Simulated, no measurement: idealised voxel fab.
voxel wiring stack: a process module
The width of the displayed cross-section, cut, is 245 nm; its cells are square, with a size of 5 nm.
Notation: cross-section as square-cell grid; stated in bands, top first, going down; one or more cell rows per band. A band entry consists of two parts. The first gives the height of the band's top and the height of its bottom, in nm. The rest lists the band's materials from left to right, each with its width in nm. A single material labelled with the word "everywhere" fills the band from edge to edge, and the word "empty" marks empty space. All heights in this document are referenced to 0, defined as the level beneath which the wafer, as received, consists entirely of one material. The lowest band is not bounded below; it extends indefinitely downward and is written in the form "0 -> down". The expression "30..40" gives the width at the extremes of the band, the first number at its top row of cells and the second at its bottom row, with the width changing by equal amounts from each row to the next in between. "no change" (step): cross-section cells unchanged, all of them. The list in "Closed internal voids" covers empty spaces of 8 cells or more that cannot reach the top through any open way, and it gives each as width x height at distance; the distance is from the left edge, and width, height and distance are in nm. after a step's settings: what the simulator itself notes on the step. overlay nm: mask right of planned place by this much (step with mask). Neg. = left.
### This section lists the process steps that were planned
1: RECEIVE | material Si
2: CONFORMAL_DEP | material SiO2 | thk nm 15
3: CONFORMAL_DEP | material SiN | thk nm 5
4: DIRECTIONAL_DEP | material SiO2 | thk nm 20
5: DIRECTIONAL_DEP | material aC | thk nm 15
6: PATTERN | tone open | mask id METAL_1 | material resist | width nm 20 | pitch nm 45 | thk nm 30 | overlay nm 0
7: DIRECTIONAL_ETCH | etch materials aC | depth nm 15
8: STRIP | etch materials resist
9: DIRECTIONAL_ETCH | etch materials SiO2 | depth nm 20
10: DIRECTIONAL_ETCH | etch materials SiN | depth nm 5
11: STRIP | etch materials aC
12: CONFORMAL_DEP | material TiN | thk nm 5
13: FILL_DEP | material W | thk nm 10
14: CMP | height nm 40
15: EPI | material Ru | thk nm 5
16: FILL_DEP | material SiCN | thk nm 5
17: DIRECTIONAL_DEP | material lowk | thk nm 30
18: PATTERN | tone open | mask id METAL_2 | material resist | width nm 20 | pitch nm 45 | thk nm 15 | overlay nm 0
19: DIRECTIONAL_ETCH | etch materials lowk | depth nm 15
20: STRIP | etch materials resist
21: DIRECTIONAL_DEP | material aC | thk nm 10
22: PATTERN | tone open | mask id METAL_2_HOLES | material resist | width nm 15 | pitch nm 45 | thk nm 30 | overlay nm 0
23: DIRECTIONAL_ETCH | etch materials aC | depth nm 10
24: STRIP | etch materials resist
25: DIRECTIONAL_ETCH | etch materials lowk | depth nm 15
26: DIRECTIONAL_ETCH | etch materials SiCN | depth nm 5
27: STRIP | etch materials aC
28: CONFORMAL_DEP | material TiN | thk nm 5
29: FILL_DEP | material Ru | thk nm 5
30: CMP | height nm 80
31: CONFORMAL_DEP | material SiCN | thk nm 5
32: DIRECTIONAL_DEP | material lowk | thk nm 30
33: MASKED_ETCH | tone open | mask id METAL_3_HOLES | width nm 15 | pitch nm 45 | etch materials lowk | depth nm 30 | overlay nm 0
34: MASKED_ETCH | tone open | mask id METAL_3 | width nm 20 | pitch nm 45 | etch materials lowk | depth nm 15 | overlay nm 0
35: MASKED_ETCH | tone open | mask id METAL_3 | width nm 20 | pitch nm 45 | etch materials SiCN | depth nm 5 | overlay nm 0
36: CONFORMAL_DEP | material TiN | thk nm 5
37: FILL_DEP | material Ru | thk nm 10
38: CMP | height nm 115
39: CONFORMAL_DEP | material SiCN | thk nm 5
40: DIRECTIONAL_DEP | material SiO2 | thk nm 35
41: DIRECTIONAL_DEP | material aC | thk nm 10
42: PATTERN | tone open | mask id METAL_4 | material resist | width nm 20 | pitch nm 45 | thk nm 25 | overlay nm 0
43: DIRECTIONAL_ETCH | etch materials aC | depth nm 10
44: STRIP | etch materials resist
45: DIRECTIONAL_ETCH | etch materials SiO2 | depth nm 20
46: STRIP | etch materials aC
47: MASKED_ETCH | tone open | mask id METAL_4_HOLES | width nm 15 | pitch nm 45 | etch materials SiO2 | depth nm 15 | overlay nm 0
48: MASKED_ETCH | tone open | mask id METAL_4_HOLES | width nm 15 | pitch nm 45 | etch materials SiCN | depth nm 5 | overlay nm 0
49: CONFORMAL_DEP | material TiN | thk nm 5
50: FILL_DEP | material Cu | thk nm 5
51: CMP | height nm 155
52: CONFORMAL_DEP | material SiN | thk nm 5
### Delivered wafer in cross-section: state after step 1
  0 -> down = Si everywhere
  Closed internal voids: none
### Cross-section, end of module. Start: as above. Plan: as above. Execution: one mistake
  160 -> 155 = SiN everywhere
  155 -> 140 = SiO2: 45 | TiN: 5 | Cu: 10 | TiN: 5 | SiO2: 25 | TiN: 5 | Cu: 10 | TiN: 5 | SiO2: 25 | TiN: 5 | Cu: 10 | TiN: 5 | SiO2: 25 | TiN: 5 | Cu: 10 | TiN: 5 | SiO2: 45
  140 -> 135 = SiO2: 45 | TiN: 5 | Cu: 5 | TiN: 10 | SiO2: 25 | TiN: 5 | Cu: 5 | TiN: 10 | SiO2: 25 | TiN: 5 | Cu: 5 | TiN: 10 | SiO2: 25 | TiN: 5 | Cu: 5 | TiN: 10 | SiO2: 45
  135 -> 120 = SiO2: 45 | TiN: 5 | Cu: 5 | TiN: 5 | SiO2: 30 | TiN: 5 | Cu: 5 | TiN: 5 | SiO2: 30 | TiN: 5 | Cu: 5 | TiN: 5 | SiO2: 30 | TiN: 5 | Cu: 5 | TiN: 5 | SiO2: 50
  120 -> 115 = SiCN: 45 | TiN: 15 | SiCN: 30 | TiN: 15 | SiCN: 30 | TiN: 15 | SiCN: 30 | TiN: 15 | SiCN: 50
  115 -> 105 = lowk: 45 | TiN: 5 | Ru: 10 | TiN: 5 | lowk: 25 | TiN: 5 | Ru: 10 | TiN: 5 | lowk: 25 | TiN: 5 | Ru: 10 | TiN: 5 | lowk: 25 | TiN: 5 | Ru: 10 | TiN: 5 | lowk: 45
  105 -> 100 = lowk: 45 | TiN: 5 | Ru: 5 | TiN: 10 | lowk: 25 | TiN: 5 | Ru: 5 | TiN: 10 | lowk: 25 | TiN: 5 | Ru: 5 | TiN: 10 | lowk: 25 | TiN: 5 | Ru: 5 | TiN: 10 | lowk: 45
  100 -> 85 = lowk: 45 | TiN: 5 | Ru: 5 | TiN: 5 | lowk: 30 | TiN: 5 | Ru: 5 | TiN: 5 | lowk: 30 | TiN: 5 | Ru: 5 | TiN: 5 | lowk: 30 | TiN: 5 | Ru: 5 | TiN: 5 | lowk: 50
  85 -> 75 = SiCN: 45 | TiN: 15 | SiCN: 30 | TiN: 15 | SiCN: 30 | TiN: 15 | SiCN: 30 | TiN: 15 | SiCN: 50
  75 -> 70 = SiCN: 40 | lowk: 30 | SiCN: 15 | lowk: 30 | SiCN: 15 | lowk: 30 | SiCN: 15 | lowk: 30 | SiCN: 40
  70 -> 45 = lowk everywhere
  45 -> 40 = lowk: 40 | Ru: 30 | lowk: 15 | Ru: 30 | lowk: 15 | Ru: 30 | lowk: 15 | Ru: 30 | lowk: 40
  40 -> 20 = SiO2: 45 | TiN: 5 | W: 10 | TiN: 5 | SiO2: 25 | TiN: 5 | W: 10 | TiN: 5 | SiO2: 25 | TiN: 5 | W: 10 | TiN: 5 | SiO2: 25 | TiN: 5 | W: 10 | TiN: 5 | SiO2: 45
  20 -> 15 = SiN: 45 | TiN: 20 | SiN: 25 | TiN: 20 | SiN: 25 | TiN: 20 | SiN: 25 | TiN: 20 | SiN: 45
  15 -> 0 = SiO2 everywhere
  0 -> down = Si everywhere
  Closed internal voids: none
What was done differently from what was planned? plan vs actual: 16 and 17 interchanged
